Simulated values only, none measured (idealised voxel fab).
process module | voxel capacitor over wiring
cross-section cut | 255 nm wide | cells 5 nm
A cross-section is a grid of square cells, given in bands from the top down. A band is one or more rows of cells.
Each band's line starts with the height of the band's top and of its bottom, in nm. Then come its materials from left to right, each with its width in nm. One material with "throughout" fills the band from edge to edge. "air" is empty space.
Height 0 is the level under which the wafer as received is all one material. The lowest band goes on downwards, as in "0 down".
A width such as "30 to 40" changes by the same amount from each row of cells to the next, from the band's top row to its bottom row.
"no change" after a step means that no cell of the cross-section changed.
closed voids: empty space of 8 cells or more with no open way to the top, each as width x height at its distance from the left edge, in nm
after a step's settings: what the simulator itself notes on the step
overlay nm, on a step with a mask: how far to the right of its planned place the mask lay; to the left if negative
plan
1 op RECEIVE | material Si
2 op CONFORMAL_DEP | material SiO2 | thk nm 15
3 op DIRECTIONAL_DEP | material TiN | thk nm 5
4 op DIRECTIONAL_DEP | material W | thk nm 15
5 op MASKED_ETCH | tone cover | mask id METAL_1 | width nm 25 | pitch nm 85 | etch materials W | depth nm 15 | overlay nm 0
6 op MASKED_ETCH | tone cover | mask id METAL_1 | width nm 25 | pitch nm 85 | etch materials TiN | depth nm 5 | overlay nm 0
7 op CONFORMAL_DEP | material SiCN | thk nm 5
8 op FILL_DEP | material lowk | thk nm 10
9 op CMP | height nm 35
10 op CONFORMAL_DEP | material SiCN | thk nm 5
11 op DIRECTIONAL_DEP | material lowk | thk nm 10
12 op DIRECTIONAL_DEP | material aC | thk nm 15
13 op PATTERN | tone open | mask id PLUG_1 | material resist | width nm 15 | thk nm 30 | overlay nm 0
14 op DIRECTIONAL_ETCH | etch materials aC | depth nm 15
15 op STRIP | etch materials resist
16 op DIRECTIONAL_ETCH | etch materials lowk | depth nm 10
17 op DIRECTIONAL_ETCH | etch materials SiCN | depth nm 5
18 op STRIP | etch materials aC
19 op CONFORMAL_DEP | material TiN | thk nm 5
20 op FILL_DEP | material Cu | thk nm 5
21 op CMP | height nm 50
22 op DIRECTIONAL_DEP | material TiN | thk nm 5
23 op DIRECTIONAL_DEP | material HfO2 | thk nm 5
24 op DIRECTIONAL_DEP | material TiN | thk nm 10
25 op DIRECTIONAL_DEP | material aC | thk nm 15
26 op PATTERN | tone cover | mask id UPPER_PLATE | material resist | width nm 55 | thk nm 35 | overlay nm 0
27 op DIRECTIONAL_ETCH | etch materials aC | depth nm 15
28 op STRIP | etch materials resist
29 op DIRECTIONAL_ETCH | etch materials TiN | depth nm 10
30 op DIRECTIONAL_ETCH | etch materials HfO2 | depth nm 5
31 op STRIP | etch materials aC
32 op DIRECTIONAL_DEP | material aC | thk nm 15
33 op PATTERN | tone cover | mask id LOWER_PLATE | material resist | width nm 75 | thk nm 30 | overlay nm 0
34 op DIRECTIONAL_ETCH | etch materials aC | depth nm 15
35 op STRIP | etch materials resist
36 op DIRECTIONAL_ETCH | etch materials TiN | depth nm 5
37 op STRIP | etch materials aC
38 op FILL_DEP | material SiO2 | thk nm 20
39 op CMP | height nm 85
40 op PATTERN | tone open | mask id PLUG_2 | material resist | width nm 15 | thk nm 15 | overlay nm 0
41 op DIRECTIONAL_ETCH | etch materials SiO2 | depth nm 15
42 op STRIP | etch materials resist
43 op CONFORMAL_DEP | material TiN | thk nm 5
44 op FILL_DEP | material Cu | thk nm 5
45 op CMP | height nm 85
46 op CONFORMAL_DEP | material SiCN | thk nm 5
varied across the wafers: width nm of step 26. The plan shows the first wafer's value. All wafers start alike
first wafer as received, after step 1
  0 down: Si throughout
  closed voids: none
each wafer at the end: cells of each material gained (+) or lost (-) since it was received, then its closed voids
width nm 55 | +4 Cu | +11 HfO2 | +152 SiCN | +453 SiO2 | +61 TiN | +30 W | +207 lowk | closed voids: none
width nm 60 | +4 Cu | +12 HfO2 | +152 SiCN | +450 SiO2 | +63 TiN | +30 W | +207 lowk | closed voids: none
width nm 65 | +4 Cu | +13 HfO2 | +152 SiCN | +447 SiO2 | +65 TiN | +30 W | +207 lowk | closed voids: none
width nm 70 | +4 Cu | +14 HfO2 | +152 SiCN | +444 SiO2 | +67 TiN | +30 W | +207 lowk | closed voids: none
width nm 75 | +4 Cu | +15 HfO2 | +152 SiCN | +441 SiO2 | +69 TiN | +30 W | +207 lowk | closed voids: none
width nm 80 | +4 Cu | +16 HfO2 | +152 SiCN | +438 SiO2 | +71 TiN | +30 W | +207 lowk | closed voids: none
